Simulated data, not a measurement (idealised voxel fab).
Process module in this document: voxel wiring stack
The cross-section shown here is cut; it is 225 nm wide and divided into square cells measuring 5 nm on a side.
Just so we're on the same page, the cross-sections are grids of square cells, and they're listed out in bands top to bottom, each band one or more rows deep. Top, bottom (nm), then materials left to right with widths (nm); lone material tagged "all across" fills the whole band edge to edge; "blank" = empty space. Convention: height 0 is the level below which the wafer, as received, is all one material. The lowest band does not terminate at the bottom but continues downward, represented as "0 down". It should be noted that a width expressed as "30 to 40" varies in equal increments from row to row of cells within the band, taking the value of the first number at the top row and that of the second number at the bottom row. When a step is marked "nothing changed", none of the cells in the cross-section changed during that step. Each empty space that has no open way to the top and spans at least 8 cells appears under "Sealed void list" as width x height at distance, the distance counted from the left edge, all in nm. Read whatever lies past the settings on a step's line as the simulator's own remark about the step. overlay nm: for a step with a mask, the amount by which the mask lay right of where it was planned; a negative amount means left of it. Pairs ahead. Before: cross-section ahead of one process step. After: cross-section once the step is done, shown to the lowest changed band only. Under each pair: that step, with settings. Caution: pairs may come from different runs of this module on the same starting wafer; a pair follows the pair above only where its "Status before step" entry says so.
Status before step
130 to 115 = SiO2: 80, blank: 20, SiO2: 20, blank: 20, SiO2: 85
115 to 100 = SiO2: 80, blank: 15, SiO2: 130
100 to 95 = SiCN: 80, blank: 15, SiCN: 130
95 to 90 = SiCN: 75, Ru: 30, SiCN: 10, Ru: 30, SiCN: 80
90 to 70 = SiO2: 80, TiN: 5, Cu: 10, TiN: 5, SiO2: 20, TiN: 5, Cu: 10, TiN: 5, SiO2: 85
70 to 65 = SiN: 80, TiN: 20, SiN: 20, TiN: 20, SiN: 85
65 to 45 = SiO2: 80, TiN: 5, Ru: 5, TiN: 5, SiO2: 130
45 to 40 = SiCN: 80, TiN: 15, SiCN: 130
40 to 20 = lowk: 85, Ru: 20, lowk: 20, Ru: 20, lowk: 80
20 to 15 = lowk: 80, TiN: 25, lowk: 15, TiN: 25, lowk: 80
15 to 0 = SiO2 all across
0 down = Si all across
Sealed void list: none
After the Step
135 to 130 = TiN: 85, blank: 10, TiN: 30, blank: 10, TiN: 90
130 to 120 = SiO2: 80, TiN: 5, blank: 10, TiN: 5, SiO2: 20, TiN: 5, blank: 10, TiN: 5, SiO2: 85
120 to 115 = SiO2: 80, TiN: 5, blank: 5, TiN: 10, SiO2: 20, TiN: 20, SiO2: 85
115 to 100 = SiO2: 80, TiN: 5, blank: 5, TiN: 5, SiO2: 130
100 to 95 = SiCN: 80, TiN: 15, SiCN: 130
Below 95 it's all the same as before, nothing changed down there.
Sealed void list: none
The process step bridging the two cross-sections above: CONFORMAL_DEP: material TiN, thk nm 5
Status before step: no separate figure, the pair right above already shows it after its step.
After the Step
145 to 135 = Cu all across
135 to 130 = TiN: 85, Cu: 10, TiN: 30, Cu: 10, TiN: 90
130 to 120 = SiO2: 80, TiN: 5, Cu: 10, TiN: 5, SiO2: 20, TiN: 5, Cu: 10, TiN: 5, SiO2: 85
120 to 115 = SiO2: 80, TiN: 5, Cu: 5, TiN: 10, SiO2: 20, TiN: 20, SiO2: 85
115 to 100 = SiO2: 80, TiN: 5, Cu: 5, TiN: 5, SiO2: 130
Below 100 it's all the same as before, nothing changed down there.
Sealed void list: none
The process step bridging the two cross-sections above: FILL_DEP: material Cu, thk nm 10
Status before step: no separate figure, the pair right above already shows it after its step.
After the Step
130 to 120 = SiO2: 80, TiN: 5, Cu: 10, TiN: 5, SiO2: 20, TiN: 5, Cu: 10, TiN: 5, SiO2: 85
Below 120 it's all the same as before, nothing changed down there.
Sealed void list: none
The process step bridging the two cross-sections above: CMP: height nm 130
Status before step: no separate figure, the pair right above already shows it after its step.
After the Step
135 to 130 = SiN all across
Below 130 it's all the same as before, nothing changed down there.
Sealed void list: none
The process step bridging the two cross-sections above: CONFORMAL_DEP: material SiN, thk nm 5
Status before step
20 to 15 = TiN all across
15 to 0 = SiO2 all across
0 down = Si all across
Sealed void list: none
After the Step
40 to 20 = SiN all across
Below 20 it's all the same as before, nothing changed down there.
Sealed void list: none
The process step bridging the two cross-sections above: DIRECTIONAL_DEP: material SiN, thk nm 20
Status before step: no separate figure, the pair right above already shows it after its step.
After the Step
45 to 40 = lowk all across
Below 40 it's all the same as before, nothing changed down there.
Sealed void list: none
The process step bridging the two cross-sections above: FILL_DEP: material lowk, thk nm 5
Status before step: no separate figure, the pair right above already shows it after its step.
After the Step
40 to 20 = SiN all across
Below 20 it's all the same as before, nothing changed down there.
Sealed void list: none
The process step bridging the two cross-sections above: CMP: height nm 40
Status before step: no separate figure, the pair right above already shows it after its step.
After the Step
45 to 40 = SiCN all across
Below 40 it's all the same as before, nothing changed down there.
Sealed void list: none
The process step bridging the two cross-sections above: CONFORMAL_DEP: material SiCN, thk nm 5
Status before step: no separate figure, the pair right above already shows it after its step.
After the Step
65 to 45 = SiO2 all across
Below 45 it's all the same as before, nothing changed down there.
Sealed void list: none
The process step bridging the two cross-sections above: DIRECTIONAL_DEP: material SiO2, thk nm 20
Status before step: no separate figure, the pair right above already shows it after its step.
After the Step
75 to 65 = aC all across
Below 65 it's all the same as before, nothing changed down there.
Sealed void list: none
The process step bridging the two cross-sections above: DIRECTIONAL_DEP: material aC, thk nm 10
Status before step: no separate figure, the pair right above already shows it after its step.
After the Step
100 to 75 = resist: 80, blank: 15, resist: 130
Below 75 it's all the same as before, nothing changed down there.
Sealed void list: none
The process step bridging the two cross-sections above: PATTERN: tone open, mask id PLUG_1, material resist, width nm 15, thk nm 25, overlay nm 0
Status before step: no separate figure, the pair right above already shows it after its step.
After the Step
90 to 75 = resist: 80, blank: 15, resist: 130
75 to 65 = aC: 80, blank: 15, aC: 130
Below 65 it's all the same as before, nothing changed down there.
Sealed void list: none
The process step bridging the two cross-sections above: DIRECTIONAL_ETCH: etch materials aC, depth nm 10
Status before step: no separate figure, the pair right above already shows it after its step.
After the Step
75 to 65 = aC: 80, blank: 15, aC: 130
Below 65 it's all the same as before, nothing changed down there.
Sealed void list: none
The process step bridging the two cross-sections above: STRIP: etch materials resist
Status before step: no separate figure, the pair right above already shows it after its step.
After the Step
75 to 65 = aC: 80, blank: 15, aC: 130
65 to 45 = SiO2: 80, blank: 15, SiO2: 130
Below 45 it's all the same as before, nothing changed down there.
Sealed void list: none
The process step bridging the two cross-sections above: DIRECTIONAL_ETCH: etch materials SiO2, depth nm 20
Status before step: no separate figure, the pair right above already shows it after its step.
After the Step
75 to 65 = aC: 80, blank: 15, aC: 130
65 to 45 = SiO2: 80, blank: 15, SiO2: 130
45 to 40 = SiCN: 80, blank: 15, SiCN: 130
Below 40 it's all the same as before, nothing changed down there.
Sealed void list: none
The process step bridging the two cross-sections above: DIRECTIONAL_ETCH: etch materials SiCN, depth nm 5
Status before step: no separate figure, the pair right above already shows it after its step.
After the Step
65 to 45 = SiO2: 80, blank: 15, SiO2: 130
Below 45 it's all the same as before, nothing changed down there.
Sealed void list: none
The process step bridging the two cross-sections above: STRIP: etch materials aC
Status before step: no separate figure, the pair right above already shows it after its step.
After the Step
70 to 65 = TiN: 85, blank: 5, TiN: 135
65 to 45 = SiO2: 80, TiN: 5, blank: 5, TiN: 5, SiO2: 130
45 to 40 = SiCN: 80, TiN: 15, SiCN: 130
Below 40 it's all the same as before, nothing changed down there.
Sealed void list: none
The process step bridging the two cross-sections above: CONFORMAL_DEP: material TiN, thk nm 5
Status before step: no separate figure, the pair right above already shows it after its step.
After the Step
80 to 70 = Ru all across
70 to 65 = TiN: 85, Ru: 5, TiN: 135
65 to 45 = SiO2: 80, TiN: 5, Ru: 5, TiN: 5, SiO2: 130
Below 45 it's all the same as before, nothing changed down there.
Sealed void list: none
The process step bridging the two cross-sections above: FILL_DEP: material Ru, thk nm 10
Status before step: no separate figure, the pair right above already shows it after its step.
After the Step
65 to 45 = SiO2: 80, TiN: 5, Ru: 5, TiN: 5, SiO2: 130
Below 45 it's all the same as before, nothing changed down there.
Sealed void list: none
The process step bridging the two cross-sections above: CMP: height nm 65
Status before step: no separate figure, the pair right above already shows it after its step.
After the Step
70 to 65 = SiN all across
Below 65 it's all the same as before, nothing changed down there.
Sealed void list: none
The process step bridging the two cross-sections above: CONFORMAL_DEP: material SiN, thk nm 5
Status before step: no separate figure, the pair right above already shows it after its step.
After the Step
90 to 70 = SiO2 all across
Below 70 it's all the same as before, nothing changed down there.
Sealed void list: none
The process step bridging the two cross-sections above: DIRECTIONAL_DEP: material SiO2, thk nm 20
Status before step: no separate figure, the pair right above already shows it after its step.
After the Step
105 to 90 = aC all across
Below 90 it's all the same as before, nothing changed down there.
Sealed void list: none
The process step bridging the two cross-sections above: DIRECTIONAL_DEP: material aC, thk nm 15
Status before step: no separate figure, the pair right above already shows it after its step.
After the Step
135 to 105 = resist: 80, blank: 20, resist: 20, blank: 20, resist: 85
Below 105 it's all the same as before, nothing changed down there.
Sealed void list: none
The process step bridging the two cross-sections above: PATTERN: tone open, mask id METAL_2, material resist, width nm 20, pitch nm 40, thk nm 30, overlay nm 0
Status before step: no separate figure, the pair right above already shows it after its step.
After the Step
120 to 105 = resist: 80, blank: 20, resist: 20, blank: 20, resist: 85
105 to 90 = aC: 80, blank: 20, aC: 20, blank: 20, aC: 85
Below 90 it's all the same as before, nothing changed down there.
Sealed void list: none
The process step bridging the two cross-sections above: DIRECTIONAL_ETCH: etch materials aC, depth nm 15
Status before step: no separate figure, the pair right above already shows it after its step.
After the Step
105 to 90 = aC: 80, blank: 20, aC: 20, blank: 20, aC: 85
Below 90 it's all the same as before, nothing changed down there.
Sealed void list: none
The process step bridging the two cross-sections above: STRIP: etch materials resist
Status before step: no separate figure, the pair right above already shows it after its step.
After the Step
105 to 90 = aC: 80, blank: 20, aC: 20, blank: 20, aC: 85
90 to 70 = SiO2: 80, blank: 20, SiO2: 20, blank: 20, SiO2: 85
Below 70 it's all the same as before, nothing changed down there.
Sealed void list: none
The process step bridging the two cross-sections above: DIRECTIONAL_ETCH: etch materials SiO2, depth nm 20
Status before step: no separate figure, the pair right above already shows it after its step.
After the Step
105 to 90 = aC: 80, blank: 20, aC: 20, blank: 20, aC: 85
90 to 70 = SiO2: 80, blank: 20, SiO2: 20, blank: 20, SiO2: 85
70 to 65 = SiN: 80, blank: 20, SiN: 20, blank: 20, SiN: 85
Below 65 it's all the same as before, nothing changed down there.
Sealed void list: none
The process step bridging the two cross-sections above: DIRECTIONAL_ETCH: etch materials SiN, depth nm 5
Status before step: no separate figure, the pair right above already shows it after its step.
After the Step
90 to 70 = SiO2: 80, blank: 20, SiO2: 20, blank: 20, SiO2: 85
Below 70 it's all the same as before, nothing changed down there.
Sealed void list: none
The process step bridging the two cross-sections above: STRIP: etch materials aC
Status before step: no separate figure, the pair right above already shows it after its step.
After the Step
95 to 90 = TiN: 85, blank: 10, TiN: 30, blank: 10, TiN: 90
90 to 70 = SiO2: 80, TiN: 5, blank: 10, TiN: 5, SiO2: 20, TiN: 5, blank: 10, TiN: 5, SiO2: 85
70 to 65 = SiN: 80, TiN: 20, SiN: 20, TiN: 20, SiN: 85
Below 65 it's all the same as before, nothing changed down there.
Sealed void list: none
The process step bridging the two cross-sections above: CONFORMAL_DEP: material TiN, thk nm 5
Status before step: no separate figure, the pair right above already shows it after its step.
After the Step
100 to 95 = Cu all across
95 to 90 = TiN: 85, Cu: 10, TiN: 30, Cu: 10, TiN: 90
90 to 70 = SiO2: 80, TiN: 5, Cu: 10, TiN: 5, SiO2: 20, TiN: 5, Cu: 10, TiN: 5, SiO2: 85
Below 70 it's all the same as before, nothing changed down there.
Sealed void list: none
The process step bridging the two cross-sections above: FILL_DEP: material Cu, thk nm 5
Status before step: no separate figure, the pair right above already shows it after its step.
After the Step
90 to 70 = SiO2: 80, TiN: 5, Cu: 10, TiN: 5, SiO2: 20, TiN: 5, Cu: 10, TiN: 5, SiO2: 85
Below 70 it's all the same as before, nothing changed down there.
Sealed void list: none
The process step bridging the two cross-sections above: CMP: height nm 90
Status before step: no separate figure, the pair right above already shows it after its step.
After the Step
95 to 90 = blank: 75, Ru: 30, blank: 10, Ru: 30, blank: 80
Below 90 it's all the same as before, nothing changed down there.
Sealed void list: none
The process step bridging the two cross-sections above: EPI: material Ru, thk nm 5
Status before step: no separate figure, the pair right above already shows it after its step.
After the Step
100 to 95 = SiCN all across
95 to 90 = SiCN: 75, Ru: 30, SiCN: 10, Ru: 30, SiCN: 80
Below 90 it's all the same as before, nothing changed down there.
Sealed void list: none
The process step bridging the two cross-sections above: FILL_DEP: material SiCN, thk nm 5
Status before step: no separate figure, the pair right above already shows it after its step.
After the Step
130 to 100 = SiO2 all across
Below 100 it's all the same as before, nothing changed down there.
Sealed void list: none
The process step bridging the two cross-sections above: DIRECTIONAL_DEP: material SiO2, thk nm 30
Status before step: no separate figure, the pair right above already shows it after its step.
After the Step
130 to 100 = SiO2: 80, blank: 15, SiO2: 130
Below 100 it's all the same as before, nothing changed down there.
Sealed void list: none
The process step bridging the two cross-sections above: MASKED_ETCH: tone open, mask id METAL_3_HOLES, width nm 15, etch materials SiO2, depth nm 30, overlay nm 0
Status before step: no separate figure, the pair right above already shows it after its step.
After the Step
130 to 115 = SiO2: 80, blank: 20, SiO2: 20, blank: 20, SiO2: 85
Below 115 it's all the same as before, nothing changed down there.
Sealed void list: none
The process step bridging the two cross-sections above: MASKED_ETCH: tone open, mask id METAL_3, width nm 20, pitch nm 40, etch materials SiO2, depth nm 15, overlay nm 0
Status before step: no separate figure, the pair right above already shows it after its step.
After the Step
130 to 115 = SiO2: 80, blank: 20, SiO2: 20, blank: 20, SiO2: 85
115 to 100 = SiO2: 80, blank: 15, SiO2: 130
100 to 95 = SiCN: 80, blank: 15, SiCN: 130
Below 95 it's all the same as before, nothing changed down there.
Sealed void list: none
The process step bridging the two cross-sections above: MASKED_ETCH: tone open, mask id METAL_3, width nm 20, pitch nm 40, etch materials SiCN, depth nm 5, overlay nm 0
Status before step: no separate figure, the pair right above already shows it after its step.
After the Step
135 to 130 = TiN: 85, blank: 10, TiN: 30, blank: 10, TiN: 90
130 to 120 = SiO2: 80, TiN: 5, blank: 10, TiN: 5, SiO2: 20, TiN: 5, blank: 10, TiN: 5, SiO2: 85
120 to 115 = SiO2: 80, TiN: 5, blank: 5, TiN: 10, SiO2: 20, TiN: 20, SiO2: 85
115 to 100 = SiO2: 80, TiN: 5, blank: 5, TiN: 5, SiO2: 130
100 to 95 = SiCN: 80, TiN: 15, SiCN: 130
Below 95 it's all the same as before, nothing changed down there.
Sealed void list: none
The process step bridging the two cross-sections above: CONFORMAL_DEP: material TiN, thk nm 5
Status before step: no separate figure, the pair right above already shows it after its step.
After the Step
145 to 135 = Cu all across
135 to 130 = TiN: 85, Cu: 10, TiN: 30, Cu: 10, TiN: 90
130 to 120 = SiO2: 80, TiN: 5, Cu: 10, TiN: 5, SiO2: 20, TiN: 5, Cu: 10, TiN: 5, SiO2: 85
120 to 115 = SiO2: 80, TiN: 5, Cu: 5, TiN: 10, SiO2: 20, TiN: 20, SiO2: 85
115 to 100 = SiO2: 80, TiN: 5, Cu: 5, TiN: 5, SiO2: 130
Below 100 it's all the same as before, nothing changed down there.
Sealed void list: none
The process step bridging the two cross-sections above: FILL_DEP: material Cu, thk nm 10
Status before step: no separate figure, the pair right above already shows it after its step.
After the Step
130 to 120 = SiO2: 80, TiN: 5, Cu: 10, TiN: 5, SiO2: 20, TiN: 5, Cu: 10, TiN: 5, SiO2: 85
Below 120 it's all the same as before, nothing changed down there.
Sealed void list: none
The process step bridging the two cross-sections above: CMP: height nm 130
Status before step: no separate figure, the pair right above already shows it after its step.
After the Step
135 to 130 = SiN all across
Below 130 it's all the same as before, nothing changed down there.
Sealed void list: none
The process step bridging the two cross-sections above: CONFORMAL_DEP: material SiN, thk nm 5
Status before step
75 to 65 = aC all across
65 to 45 = SiO2 all across
45 to 40 = SiCN all across
40 to 20 = lowk: 80, Ru: 20, lowk: 20, Ru: 20, lowk: 85
20 to 15 = lowk: 80, TiN: 20, lowk: 20, TiN: 20, lowk: 85
15 to 0 = SiO2 all across
0 down = Si all across
Sealed void list: none
After the Step
100 to 75 = blank: 80, resist: 15, blank: 130
Below 75 it's all the same as before, nothing changed down there.
Sealed void list: none
The process step bridging the two cross-sections above: PATTERN: tone cover, mask id PLUG_1, material resist, width nm 15, thk nm 25, overlay nm 0
Status before step: no separate figure, the pair right above already shows it after its step.
After the Step
90 to 75 = blank: 80, resist: 15, blank: 130
75 to 65 = blank: 80, aC: 15, blank: 130
Below 65 it's all the same as before, nothing changed down there.
Sealed void list: none
The process step bridging the two cross-sections above: DIRECTIONAL_ETCH: etch materials aC, depth nm 10
Status before step: no separate figure, the pair right above already shows it after its step.
After the Step
75 to 65 = blank: 80, aC: 15, blank: 130
Below 65 it's all the same as before, nothing changed down there.
Sealed void list: none
The process step bridging the two cross-sections above: STRIP: etch materials resist
Status before step: no separate figure, the pair right above already shows it after its step.
After the Step
75 to 65 = blank: 80, aC: 15, blank: 130
65 to 45 = blank: 80, SiO2: 15, blank: 130
Below 45 it's all the same as before, nothing changed down there.
Sealed void list: none
The process step bridging the two cross-sections above: DIRECTIONAL_ETCH: etch materials SiO2, depth nm 20
Status before step: no separate figure, the pair right above already shows it after its step.
After the Step
75 to 65 = blank: 80, aC: 15, blank: 130
65 to 45 = blank: 80, SiO2: 15, blank: 130
45 to 40 = blank: 80, SiCN: 15, blank: 130
Below 40 it's all the same as before, nothing changed down there.
Sealed void list: none
The process step bridging the two cross-sections above: DIRECTIONAL_ETCH: etch materials SiCN, depth nm 5
Status before step: no separate figure, the pair right above already shows it after its step.
After the Step
65 to 45 = blank: 80, SiO2: 15, blank: 130
Below 45 it's all the same as before, nothing changed down there.
Sealed void list: none
The process step bridging the two cross-sections above: STRIP: etch materials aC
Status before step: no separate figure, the pair right above already shows it after its step.
After the Step
70 to 65 = blank: 75, TiN: 25, blank: 125
65 to 45 = blank: 75, TiN: 5, SiO2: 15, TiN: 5, blank: 125
45 to 40 = TiN: 80, SiCN: 15, TiN: 130
Below 40 it's all the same as before, nothing changed down there.
Sealed void list: none
The process step bridging the two cross-sections above: CONFORMAL_DEP: material TiN, thk nm 5
Status before step: no separate figure, the pair right above already shows it after its step.
After the Step
80 to 70 = Ru all across
70 to 65 = Ru: 75, TiN: 25, Ru: 125
65 to 45 = Ru: 75, TiN: 5, SiO2: 15, TiN: 5, Ru: 125
Below 45 it's all the same as before, nothing changed down there.
Sealed void list: none
The process step bridging the two cross-sections above: FILL_DEP: material Ru, thk nm 10
Status before step: no separate figure, the pair right above already shows it after its step.
After the Step
65 to 45 = Ru: 75, TiN: 5, SiO2: 15, TiN: 5, Ru: 125
Below 45 it's all the same as before, nothing changed down there.
Sealed void list: none
The process step bridging the two cross-sections above: CMP: height nm 65
Status before step: no separate figure, the pair right above already shows it after its step.
After the Step
70 to 65 = SiN all across
Below 65 it's all the same as before, nothing changed down there.
Sealed void list: none
The process step bridging the two cross-sections above: CONFORMAL_DEP: material SiN, thk nm 5
Status before step: no separate figure, the pair right above already shows it after its step.
After the Step
90 to 70 = SiO2 all across
Below 70 it's all the same as before, nothing changed down there.
Sealed void list: none
The process step bridging the two cross-sections above: DIRECTIONAL_DEP: material SiO2, thk nm 20
Status before step: no separate figure, the pair right above already shows it after its step.
After the Step
105 to 90 = aC all across
Below 90 it's all the same as before, nothing changed down there.
Sealed void list: none
The process step bridging the two cross-sections above: DIRECTIONAL_DEP: material aC, thk nm 15
Status before step: no separate figure, the pair right above already shows it after its step.
After the Step
135 to 105 = resist: 80, blank: 20, resist: 20, blank: 20, resist: 85
Below 105 it's all the same as before, nothing changed down there.
Sealed void list: none
The process step bridging the two cross-sections above: PATTERN: tone open, mask id METAL_2, material resist, width nm 20, pitch nm 40, thk nm 30, overlay nm 0
Status before step: no separate figure, the pair right above already shows it after its step.
After the Step
120 to 105 = resist: 80, blank: 20, resist: 20, blank: 20, resist: 85
105 to 90 = aC: 80, blank: 20, aC: 20, blank: 20, aC: 85
Below 90 it's all the same as before, nothing changed down there.
Sealed void list: none
The process step bridging the two cross-sections above: DIRECTIONAL_ETCH: etch materials aC, depth nm 15
Status before step: no separate figure, the pair right above already shows it after its step.
After the Step
105 to 90 = aC: 80, blank: 20, aC: 20, blank: 20, aC: 85
Below 90 it's all the same as before, nothing changed down there.
Sealed void list: none
The process step bridging the two cross-sections above: STRIP: etch materials resist
Status before step: no separate figure, the pair right above already shows it after its step.
After the Step
105 to 90 = aC: 80, blank: 20, aC: 20, blank: 20, aC: 85
90 to 70 = SiO2: 80, blank: 20, SiO2: 20, blank: 20, SiO2: 85
Below 70 it's all the same as before, nothing changed down there.
Sealed void list: none
The process step bridging the two cross-sections above: DIRECTIONAL_ETCH: etch materials SiO2, depth nm 20
Status before step: no separate figure, the pair right above already shows it after its step.
After the Step
105 to 90 = aC: 80, blank: 20, aC: 20, blank: 20, aC: 85
90 to 70 = SiO2: 80, blank: 20, SiO2: 20, blank: 20, SiO2: 85
70 to 65 = SiN: 80, blank: 20, SiN: 20, blank: 20, SiN: 85
Below 65 it's all the same as before, nothing changed down there.
Sealed void list: none
The process step bridging the two cross-sections above: DIRECTIONAL_ETCH: etch materials SiN, depth nm 5
Status before step: no separate figure, the pair right above already shows it after its step.
After the Step
90 to 70 = SiO2: 80, blank: 20, SiO2: 20, blank: 20, SiO2: 85
Below 70 it's all the same as before, nothing changed down there.
Sealed void list: none
The process step bridging the two cross-sections above: STRIP: etch materials aC
Status before step: no separate figure, the pair right above already shows it after its step.
After the Step
95 to 90 = TiN: 85, blank: 10, TiN: 30, blank: 10, TiN: 90
90 to 70 = SiO2: 80, TiN: 5, blank: 10, TiN: 5, SiO2: 20, TiN: 5, blank: 10, TiN: 5, SiO2: 85
70 to 65 = SiN: 80, TiN: 20, SiN: 20, TiN: 20, SiN: 85
Below 65 it's all the same as before, nothing changed down there.
Sealed void list: none
The process step bridging the two cross-sections above: CONFORMAL_DEP: material TiN, thk nm 5
Status before step: no separate figure, the pair right above already shows it after its step.
After the Step
100 to 95 = Cu all across
95 to 90 = TiN: 85, Cu: 10, TiN: 30, Cu: 10, TiN: 90
90 to 70 = SiO2: 80, TiN: 5, Cu: 10, TiN: 5, SiO2: 20, TiN: 5, Cu: 10, TiN: 5, SiO2: 85
Below 70 it's all the same as before, nothing changed down there.
Sealed void list: none
The process step bridging the two cross-sections above: FILL_DEP: material Cu, thk nm 5
Status before step: no separate figure, the pair right above already shows it after its step.
After the Step
90 to 70 = SiO2: 80, TiN: 5, Cu: 10, TiN: 5, SiO2: 20, TiN: 5, Cu: 10, TiN: 5, SiO2: 85
Below 70 it's all the same as before, nothing changed down there.
Sealed void list: none
The process step bridging the two cross-sections above: CMP: height nm 90
Status before step: no separate figure, the pair right above already shows it after its step.
After the Step
95 to 90 = blank: 75, Ru: 30, blank: 10, Ru: 30, blank: 80
Below 90 it's all the same as before, nothing changed down there.
Sealed void list: none
The process step bridging the two cross-sections above: EPI: material Ru, thk nm 5
Status before step: no separate figure, the pair right above already shows it after its step.
After the Step
100 to 95 = SiCN all across
95 to 90 = SiCN: 75, Ru: 30, SiCN: 10, Ru: 30, SiCN: 80
Below 90 it's all the same as before, nothing changed down there.
Sealed void list: none
The process step bridging the two cross-sections above: FILL_DEP: material SiCN, thk nm 5
Status before step: no separate figure, the pair right above already shows it after its step.
After the Step
130 to 100 = SiO2 all across
Below 100 it's all the same as before, nothing changed down there.
Sealed void list: none
The process step bridging the two cross-sections above: DIRECTIONAL_DEP: material SiO2, thk nm 30
Status before step: no separate figure, the pair right above already shows it after its step.
After the Step
130 to 100 = SiO2: 80, blank: 15, SiO2: 130
Below 100 it's all the same as before, nothing changed down there.
Sealed void list: none
The process step bridging the two cross-sections above: MASKED_ETCH: tone open, mask id METAL_3_HOLES, width nm 15, etch materials SiO2, depth nm 30, overlay nm 0
Status before step: no separate figure, the pair right above already shows it after its step.
After the Step
130 to 115 = SiO2: 80, blank: 20, SiO2: 20, blank: 20, SiO2: 85
Below 115 it's all the same as before, nothing changed down there.
Sealed void list: none
The process step bridging the two cross-sections above: MASKED_ETCH: tone open, mask id METAL_3, width nm 20, pitch nm 40, etch materials SiO2, depth nm 15, overlay nm 0
Status before step: no separate figure, the pair right above already shows it after its step.
After the Step
130 to 115 = SiO2: 80, blank: 20, SiO2: 20, blank: 20, SiO2: 85
115 to 100 = SiO2: 80, blank: 15, SiO2: 130
100 to 95 = SiCN: 80, blank: 15, SiCN: 130
Below 95 it's all the same as before, nothing changed down there.
Sealed void list: none
The process step bridging the two cross-sections above: MASKED_ETCH: tone open, mask id METAL_3, width nm 20, pitch nm 40, etch materials SiCN, depth nm 5, overlay nm 0
Status before step: no separate figure, the pair right above already shows it after its step.
After the Step
135 to 130 = TiN: 85, blank: 10, TiN: 30, blank: 10, TiN: 90
130 to 120 = SiO2: 80, TiN: 5, blank: 10, TiN: 5, SiO2: 20, TiN: 5, blank: 10, TiN: 5, SiO2: 85
120 to 115 = SiO2: 80, TiN: 5, blank: 5, TiN: 10, SiO2: 20, TiN: 20, SiO2: 85
115 to 100 = SiO2: 80, TiN: 5, blank: 5, TiN: 5, SiO2: 130
100 to 95 = SiCN: 80, TiN: 15, SiCN: 130
Below 95 it's all the same as before, nothing changed down there.
Sealed void list: none
The process step bridging the two cross-sections above: CONFORMAL_DEP: material TiN, thk nm 5
Status before step: no separate figure, the pair right above already shows it after its step.
After the Step
145 to 135 = Cu all across
135 to 130 = TiN: 85, Cu: 10, TiN: 30, Cu: 10, TiN: 90
130 to 120 = SiO2: 80, TiN: 5, Cu: 10, TiN: 5, SiO2: 20, TiN: 5, Cu: 10, TiN: 5, SiO2: 85
120 to 115 = SiO2: 80, TiN: 5, Cu: 5, TiN: 10, SiO2: 20, TiN: 20, SiO2: 85
115 to 100 = SiO2: 80, TiN: 5, Cu: 5, TiN: 5, SiO2: 130
Below 100 it's all the same as before, nothing changed down there.
Sealed void list: none
The process step bridging the two cross-sections above: FILL_DEP: material Cu, thk nm 10
Status before step: no separate figure, the pair right above already shows it after its step.
After the Step
130 to 120 = SiO2: 80, TiN: 5, Cu: 10, TiN: 5, SiO2: 20, TiN: 5, Cu: 10, TiN: 5, SiO2: 85
Below 120 it's all the same as before, nothing changed down there.
Sealed void list: none
The process step bridging the two cross-sections above: CMP: height nm 130
Status before step: no separate figure, the pair right above already shows it after its step.
After the Step
135 to 130 = SiN all across
Below 130 it's all the same as before, nothing changed down there.
Sealed void list: none
The process step bridging the two cross-sections above: CONFORMAL_DEP: material SiN, thk nm 5
